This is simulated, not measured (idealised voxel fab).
Title: Process Module voxel local oxidation
The cross-section shown here is cut; it is 255 nm wide and divided into square cells measuring 5 nm on a side.
A cross-section in this document is a grid of square cells, and it is written down as bands, the top band listed before the ones below it; a band is made up of one or more rows of cells. A band entry consists of two parts. The first gives the height of the band's top and the height of its bottom, in nm. The rest lists the band's materials from left to right, each with its width in nm. A single material labelled with the word "edge to edge" fills the band from edge to edge, and the word "blank" marks empty space. Height reference: 0 = level under which incoming wafer is all one material. Lowest band: no bottom, runs on downward, e.g. "z 0 and below". When a width is written as two numbers, as in "30->40", the first number is the width in the top row of cells of the band and the second is the width in its bottom row, and the width changes by the same amount from each row to the next. The designation "remained unchanged", where it is given for a processing step, indicates that no cell of the cross-section was altered in the course of that step. "Closed empty spaces" means: voids of 8 cells or more that are shut off from the top with no open way through. Written width x height at distance, distance from the left edge, in nm. If you see something after the settings on a step's line, that's the simulator's own remark about that step. Regarding "overlay nm": on a step with a mask, it is the distance the mask lay to the right of its planned place; a negative value places it to the left.

Steps in the process plan:
- 1: RECEIVE,material Si
- 2: OXIDIZE,depth nm 5
- 3: CONFORMAL_DEP,material SiN,thk nm 10
- 4: PATTERN,tone cover,mask id ACTIVE,material resist,width nm 105,thk nm 20,overlay nm 0
- 5: DIRECTIONAL_ETCH,etch materials SiN,depth nm 10
- 6: STRIP,etch materials resist
- 7: SELECTIVE_ETCH,etch materials SiO2,depth nm 5
- 8: OXIDIZE,depth nm 10
- 9: STRIP,etch materials SiN

As received (post step 1): cross-section:
* z 0 and below  Si edge to edge
* Closed empty spaces: none

Below is the wafer in cross-section after the module was completed. It began from the starting point shown above and followed the plan shown above, except that one mistake was made while running it:
* z 5 to -5  SiO2 edge to edge
* z -5 and below  Si edge to edge
* Closed empty spaces: none
Want to know what went wrong? so step 3 ended up running with a different setting than we planned, it ran as CONFORMAL_DEP,material SiO2,thk nm 10
